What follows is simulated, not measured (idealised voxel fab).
Process module in this document: voxel ribs on slabs
For reference, the cross-section in this document is cut, with width 230 nm and square cells of 5 nm.
We lay out every cross-section as a grid of square cells and spell it out in bands from the top down, where one band means one or more rows of cells. The band entry comprises the height of the band's top followed by the height of its bottom, expressed in nm, and subsequently the band's materials from left to right, each stated together with its width in nm. Where a single material is marked with the word "all across", that material fills the band from edge to edge. The word "empty" represents empty space. Height reference: 0 = level under which incoming wafer is all one material. Lowest band: no bottom, runs on downward, e.g. "0..down". A two-number width, for instance "30 to 40", indicates that the width is equal to the first number in the top row of the band and to the second number in the bottom row, and that it changes by a constant amount per row of cells. Step note "changes: none" = no cross-section cell changed. Under "Closed cavities" you'll find the enclosed gaps, the ones with no way out to the top, that are 8 cells or bigger; each reads width x height at distance, with distance counted from the left edge, everything in nm. Post-settings text on a step line: simulator's own remark regarding the step. For masked steps, "overlay nm" on the step line gives how far right of plan the mask actually lay; a minus sign means it lay to the left.
The steps planned for the process are as follows
1: RECEIVE with material Si
2: DIRECTIONAL_DEP with material SiO2, thk nm 20
3: DIRECTIONAL_DEP with material polySi, thk nm 20
4: DIRECTIONAL_DEP with material aC, thk nm 10
5: PATTERN with tone cover, mask id RIB, material resist, width nm 25, thk nm 30, overlay nm 0
6: DIRECTIONAL_ETCH with etch materials aC, depth nm 10
7: STRIP with etch materials resist
8: DIRECTIONAL_ETCH with etch materials polySi, depth nm 5
9: STRIP with etch materials aC
10: MASKED_ETCH with tone cover, mask id SLAB, width nm 65, etch materials polySi, depth nm 15, overlay nm 0
11: FILL_DEP with material SiO2, thk nm 20
12: CMP with height nm 55
13: DIRECTIONAL_DEP with material W, thk nm 5
14: PATTERN with tone cover, mask id HEATER, material resist, width nm 35, thk nm 20, overlay nm 0
15: DIRECTIONAL_ETCH with etch materials W, depth nm 5
16: STRIP with etch materials resist
17: CONFORMAL_DEP with material SiO2, thk nm 5
Of two wafers, the first: run according to plan
As-received state of the wafer in cross-section, equivalent to post-step 1
	0..down  Si all across
	Closed cavities: none
After step 2: wafer cross-section
	20..0  SiO2 all across
	Below 0, no change.
After step 3: wafer cross-section
	40..20  polySi all across
	Below 20, no change.
After step 4: wafer cross-section
	50..40  aC all across
	Below 40, no change.
After step 5: wafer cross-section
	80..50  empty=100, then resist=25, then empty=105
	Below 50, no change.
After step 6: wafer cross-section
	70..50  empty=100, then resist=25, then empty=105
	50..40  empty=100, then aC=25, then empty=105
	Below 40, no change.
After step 7: wafer cross-section
	50..40  empty=100, then aC=25, then empty=105
	Below 40, no change.
After step 8: wafer cross-section
	50..40  empty=100, then aC=25, then empty=105
	40..35  empty=100, then polySi=25, then empty=105
	Below 35, no change.
After step 9: wafer cross-section
	40..35  empty=100, then polySi=25, then empty=105
	Below 35, no change.
After step 10: wafer cross-section
	40..35  empty=100, then polySi=25, then empty=105
	35..20  empty=80, then polySi=65, then empty=85
	Below 20, no change.
After step 11: wafer cross-section
	60..40  SiO2 all across
	40..35  SiO2=100, then polySi=25, then SiO2=105
	35..20  SiO2=80, then polySi=65, then SiO2=85
	Below 20, no change.
After step 12: wafer cross-section
	55..40  SiO2 all across
	Below 40, no change.
After step 13: wafer cross-section
	60..55  W all across
	Below 55, no change.
After step 14: wafer cross-section
	80..60  empty=95, then resist=35, then empty=100
	Below 60, no change.
After step 15: wafer cross-section
	80..60  empty=95, then resist=35, then empty=100
	60..55  empty=95, then W=35, then empty=100
	Below 55, no change.
After step 16: wafer cross-section
	60..55  empty=95, then W=35, then empty=100
	Below 55, no change.
After step 17: wafer cross-section
	65..60  empty=90, then SiO2=45, then empty=95
	60..55  SiO2=95, then W=35, then SiO2=100
	Below 55, no change.
Wafer two. Same start, same plan, one slip in execution. Same as wafer one through step 1, inclusive
Second wafer at the planned finish of step 2, seen in cross-section
	20..0  polySi all across
	Below 0, no change.
Second wafer at the planned finish of step 3, seen in cross-section
	40..20  SiO2 all across
	Below 20, no change.
Second wafer at the planned finish of step 4, seen in cross-section
	50..40  aC all across
	Below 40, no change.
Second wafer at the planned finish of step 5, seen in cross-section
	80..50  empty=100, then resist=25, then empty=105
	Below 50, no change.
Second wafer at the planned finish of step 6, seen in cross-section
	70..50  empty=100, then resist=25, then empty=105
	50..40  empty=100, then aC=25, then empty=105
	Below 40, no change.
Second wafer at the planned finish of step 7, seen in cross-section
	50..40  empty=100, then aC=25, then empty=105
	Below 40, no change.
Second wafer at the planned finish of step 8, seen in cross-section: changes: none
Second wafer at the planned finish of step 9, seen in cross-section
	40..20  SiO2 all across
	Below 20, no change.
Second wafer at the planned finish of step 10, seen in cross-section: changes: none
Second wafer at the planned finish of step 11, seen in cross-section
	60..20  SiO2 all across
	Below 20, no change.
Second wafer at the planned finish of step 12, seen in cross-section
	55..20  SiO2 all across
	Below 20, no change.
Second wafer at the planned finish of step 13, seen in cross-section
	60..55  W all across
	Below 55, no change.
Second wafer at the planned finish of step 14, seen in cross-section
	80..60  empty=95, then resist=35, then empty=100
	Below 60, no change.
Second wafer at the planned finish of step 15, seen in cross-section
	80..60  empty=95, then resist=35, then empty=100
	60..55  empty=95, then W=35, then empty=100
	Below 55, no change.
Second wafer at the planned finish of step 16, seen in cross-section
	60..55  empty=95, then W=35, then empty=100
	Below 55, no change.
Second wafer at the planned finish of step 17, seen in cross-section
	65..60  empty=90, then SiO2=45, then empty=95
	60..55  SiO2=95, then W=35, then SiO2=100
	Below 55, no change.
Misprocessing identified: steps 2 and 3 run out of order (swapped)
In the final state, the cell counts of the second wafer exceed or fall short of those of the first for the following materials: SiO2 -140 | polySi +140
